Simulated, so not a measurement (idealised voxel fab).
Process module under the name voxel self aligned vias
In the cross-section labelled cut, the width is 165 nm and each square cell is 5 nm.
Cross-section format: a grid of square cells, given as bands from top to bottom; each band is one or more rows of cells. First you get the band's top height and its bottom height, in nm, and then the materials it's made of, left to right, with each width in nm. If you see a single material with "throughout", that one covers the band edge to edge. "empty" is empty space. Ref level 0: as-received wafer is one material below here. Bottom band extends down with no lower bound ("0 nm and below"). It should be noted that a width expressed as "30..40" varies in equal increments from row to row of cells within the band, taking the value of the first number at the top row and that of the second number at the bottom row. Given "no change occurred" for a step, no cell of the cross-section differs between before and after that step. "Sealed internal voids": empty spaces of 8 cells or more with no open way to the top, each given as width x height at distance, distance from the left edge, all in nm. If you see something after the settings on a step's line, that's the simulator's own remark about that step. overlay nm: on a step with a mask, how far right of its planned place the mask lay; negative means left.

PROCESS STEPS (PLANNED)
1: RECEIVE | material Si
2: CONFORMAL_DEP | material SiO2 | thk nm 10
3: CONFORMAL_DEP | material SiCN | thk nm 5
4: DIRECTIONAL_DEP | material lowk | thk nm 25
5: PATTERN | tone open | mask id LINES | material resist | width nm 20 | pitch nm 70 | thk nm 15 | overlay nm 0
6: DIRECTIONAL_ETCH | etch materials lowk | depth nm 25
7: STRIP | etch materials resist
8: CONFORMAL_DEP | material TiN | thk nm 5
9: FILL_DEP | material Ru | thk nm 10
10: CMP | height nm 40
11: SELECTIVE_ETCH | etch materials W Ru TiN | depth nm 10
12: FILL_DEP | material SiN | thk nm 10
13: CMP | height nm 40
14: DIRECTIONAL_DEP | material lowk | thk nm 20
15: MASKED_ETCH | tone open | mask id VIAS | width nm 40 | etch materials lowk | depth nm 20 | overlay nm 0
16: MASKED_ETCH | tone open | mask id VIAS | width nm 40 | etch materials SiN | depth nm 10 | overlay nm 0
17: CONFORMAL_DEP | material TiN | thk nm 5
18: FILL_DEP | material Ru | thk nm 5
19: CMP | height nm 60
20: CONFORMAL_DEP | material SiCN | thk nm 5

THE FIRST OF TWO WAFERS, RUN AS PLANNED

CROSS-SECTION OF THE INCOMING WAFER, STATE AFTER STEP 1
	0 nm and below  Si throughout
	Sealed internal voids: none

PRESENTED HERE IS A CROSS-SECTION OF THE WAFER AFTER STEP 2 HAS BEEN PERFORMED
	10 nm to 0 nm  SiO2 throughout
	Whatever lies below 0 is exactly as it was before.

PRESENTED HERE IS A CROSS-SECTION OF THE WAFER AFTER STEP 3 HAS BEEN PERFORMED
	15 nm to 10 nm  SiCN throughout
	Whatever lies below 10 is exactly as it was before.

PRESENTED HERE IS A CROSS-SECTION OF THE WAFER AFTER STEP 4 HAS BEEN PERFORMED
	40 nm to 15 nm  lowk throughout
	Whatever lies below 15 is exactly as it was before.

PRESENTED HERE IS A CROSS-SECTION OF THE WAFER AFTER STEP 5 HAS BEEN PERFORMED
	55 nm to 40 nm  resist=35, empty=20, resist=50, empty=20, resist=40
	Whatever lies below 40 is exactly as it was before.

PRESENTED HERE IS A CROSS-SECTION OF THE WAFER AFTER STEP 6 HAS BEEN PERFORMED
	55 nm to 40 nm  resist=35, empty=20, resist=50, empty=20, resist=40
	40 nm to 15 nm  lowk=35, empty=20, lowk=50, empty=20, lowk=40
	Whatever lies below 15 is exactly as it was before.

PRESENTED HERE IS A CROSS-SECTION OF THE WAFER AFTER STEP 7 HAS BEEN PERFORMED
	40 nm to 15 nm  lowk=35, empty=20, lowk=50, empty=20, lowk=40
	Whatever lies below 15 is exactly as it was before.

PRESENTED HERE IS A CROSS-SECTION OF THE WAFER AFTER STEP 8 HAS BEEN PERFORMED
	45 nm to 40 nm  TiN=40, empty=10, TiN=60, empty=10, TiN=45
	40 nm to 20 nm  lowk=35, TiN=5, empty=10, TiN=5, lowk=50, TiN=5, empty=10, TiN=5, lowk=40
	20 nm to 15 nm  lowk=35, TiN=20, lowk=50, TiN=20, lowk=40
	Whatever lies below 15 is exactly as it was before.

PRESENTED HERE IS A CROSS-SECTION OF THE WAFER AFTER STEP 9 HAS BEEN PERFORMED
	55 nm to 45 nm  Ru throughout
	45 nm to 40 nm  TiN=40, Ru=10, TiN=60, Ru=10, TiN=45
	40 nm to 20 nm  lowk=35, TiN=5, Ru=10, TiN=5, lowk=50, TiN=5, Ru=10, TiN=5, lowk=40
	Whatever lies below 20 is exactly as it was before.

PRESENTED HERE IS A CROSS-SECTION OF THE WAFER AFTER STEP 10 HAS BEEN PERFORMED
	40 nm to 20 nm  lowk=35, TiN=5, Ru=10, TiN=5, lowk=50, TiN=5, Ru=10, TiN=5, lowk=40
	Whatever lies below 20 is exactly as it was before.

PRESENTED HERE IS A CROSS-SECTION OF THE WAFER AFTER STEP 11 HAS BEEN PERFORMED
	40 nm to 30 nm  lowk=35, empty=20, lowk=50, empty=20, lowk=40
	Whatever lies below 30 is exactly as it was before.

PRESENTED HERE IS A CROSS-SECTION OF THE WAFER AFTER STEP 12 HAS BEEN PERFORMED
	50 nm to 40 nm  SiN throughout
	40 nm to 30 nm  lowk=35, SiN=20, lowk=50, SiN=20, lowk=40
	Whatever lies below 30 is exactly as it was before.

PRESENTED HERE IS A CROSS-SECTION OF THE WAFER AFTER STEP 13 HAS BEEN PERFORMED
	40 nm to 30 nm  lowk=35, SiN=20, lowk=50, SiN=20, lowk=40
	Whatever lies below 30 is exactly as it was before.

PRESENTED HERE IS A CROSS-SECTION OF THE WAFER AFTER STEP 14 HAS BEEN PERFORMED
	60 nm to 40 nm  lowk throughout
	Whatever lies below 40 is exactly as it was before.

PRESENTED HERE IS A CROSS-SECTION OF THE WAFER AFTER STEP 15 HAS BEEN PERFORMED
	60 nm to 40 nm  lowk=25, empty=40, lowk=100
	Whatever lies below 40 is exactly as it was before.

PRESENTED HERE IS A CROSS-SECTION OF THE WAFER AFTER STEP 16 HAS BEEN PERFORMED
	60 nm to 40 nm  lowk=25, empty=40, lowk=100
	40 nm to 30 nm  lowk=35, empty=20, lowk=50, SiN=20, lowk=40
	Whatever lies below 30 is exactly as it was before.

PRESENTED HERE IS A CROSS-SECTION OF THE WAFER AFTER STEP 17 HAS BEEN PERFORMED
	65 nm to 60 nm  TiN=30, empty=30, TiN=105
	60 nm to 45 nm  lowk=25, TiN=5, empty=30, TiN=5, lowk=100
	45 nm to 40 nm  lowk=25, TiN=15, empty=10, TiN=15, lowk=100
	40 nm to 35 nm  lowk=35, TiN=5, empty=10, TiN=5, lowk=50, SiN=20, lowk=40
	35 nm to 30 nm  lowk=35, TiN=20, lowk=50, SiN=20, lowk=40
	Whatever lies below 30 is exactly as it was before.

PRESENTED HERE IS A CROSS-SECTION OF THE WAFER AFTER STEP 18 HAS BEEN PERFORMED
	70 nm to 65 nm  Ru throughout
	65 nm to 60 nm  TiN=30, Ru=30, TiN=105
	60 nm to 45 nm  lowk=25, TiN=5, Ru=30, TiN=5, lowk=100
	45 nm to 40 nm  lowk=25, TiN=15, Ru=10, TiN=15, lowk=100
	40 nm to 35 nm  lowk=35, TiN=5, Ru=10, TiN=5, lowk=50, SiN=20, lowk=40
	Whatever lies below 35 is exactly as it was before.

PRESENTED HERE IS A CROSS-SECTION OF THE WAFER AFTER STEP 19 HAS BEEN PERFORMED
	60 nm to 45 nm  lowk=25, TiN=5, Ru=30, TiN=5, lowk=100
	Whatever lies below 45 is exactly as it was before.

PRESENTED HERE IS A CROSS-SECTION OF THE WAFER AFTER STEP 20 HAS BEEN PERFORMED
	65 nm to 60 nm  SiCN throughout
	Whatever lies below 60 is exactly as it was before.

WAFER TWO. SAME START, SAME PLAN, ONE SLIP IN EXECUTION. SAME AS WAFER ONE THROUGH STEP 9, INCLUSIVE

X-SECTION, SECOND WAFER, WHEN STEP 10 WAS DUE TO FINISH
	30 nm to 20 nm  lowk=35, TiN=5, Ru=10, TiN=5, lowk=50, TiN=5, Ru=10, TiN=5, lowk=40
	Whatever lies below 20 is exactly as it was before.

X-SECTION, SECOND WAFER, WHEN STEP 11 WAS DUE TO FINISH
	30 nm to 20 nm  lowk=35, empty=20, lowk=50, empty=20, lowk=40
	Whatever lies below 20 is exactly as it was before.

X-SECTION, SECOND WAFER, WHEN STEP 12 WAS DUE TO FINISH
	40 nm to 30 nm  SiN throughout
	30 nm to 20 nm  lowk=35, SiN=20, lowk=50, SiN=20, lowk=40
	Whatever lies below 20 is exactly as it was before.

X-section, second wafer, when step 13 was due to finish: no change occurred

X-SECTION, SECOND WAFER, WHEN STEP 14 WAS DUE TO FINISH
	60 nm to 40 nm  lowk throughout
	Whatever lies below 40 is exactly as it was before.

X-SECTION, SECOND WAFER, WHEN STEP 15 WAS DUE TO FINISH
	60 nm to 40 nm  lowk=25, empty=40, lowk=100
	Whatever lies below 40 is exactly as it was before.

X-SECTION, SECOND WAFER, WHEN STEP 16 WAS DUE TO FINISH
	60 nm to 40 nm  lowk=25, empty=40, lowk=100
	40 nm to 30 nm  SiN=25, empty=40, SiN=100
	Whatever lies below 30 is exactly as it was before.

X-SECTION, SECOND WAFER, WHEN STEP 17 WAS DUE TO FINISH
	65 nm to 60 nm  TiN=30, empty=30, TiN=105
	60 nm to 40 nm  lowk=25, TiN=5, empty=30, TiN=5, lowk=100
	40 nm to 35 nm  SiN=25, TiN=5, empty=30, TiN=5, SiN=100
	35 nm to 30 nm  SiN=25, TiN=40, SiN=100
	Whatever lies below 30 is exactly as it was before.

X-SECTION, SECOND WAFER, WHEN STEP 18 WAS DUE TO FINISH
	70 nm to 65 nm  Ru throughout
	65 nm to 60 nm  TiN=30, Ru=30, TiN=105
	60 nm to 40 nm  lowk=25, TiN=5, Ru=30, TiN=5, lowk=100
	40 nm to 35 nm  SiN=25, TiN=5, Ru=30, TiN=5, SiN=100
	Whatever lies below 35 is exactly as it was before.

X-SECTION, SECOND WAFER, WHEN STEP 19 WAS DUE TO FINISH
	60 nm to 40 nm  lowk=25, TiN=5, Ru=30, TiN=5, lowk=100
	Whatever lies below 40 is exactly as it was before.

X-SECTION, SECOND WAFER, WHEN STEP 20 WAS DUE TO FINISH
	65 nm to 60 nm  SiCN throughout
	Whatever lies below 60 is exactly as it was before.
Against the plan, the run slipped here: step 10 did not use the planned setting and instead ran as CMP | height nm 30
End of process, cell counts, second wafer against first, materials with more or fewer: SiN: 58 more, TiN: 8 fewer, lowk: 50 fewer
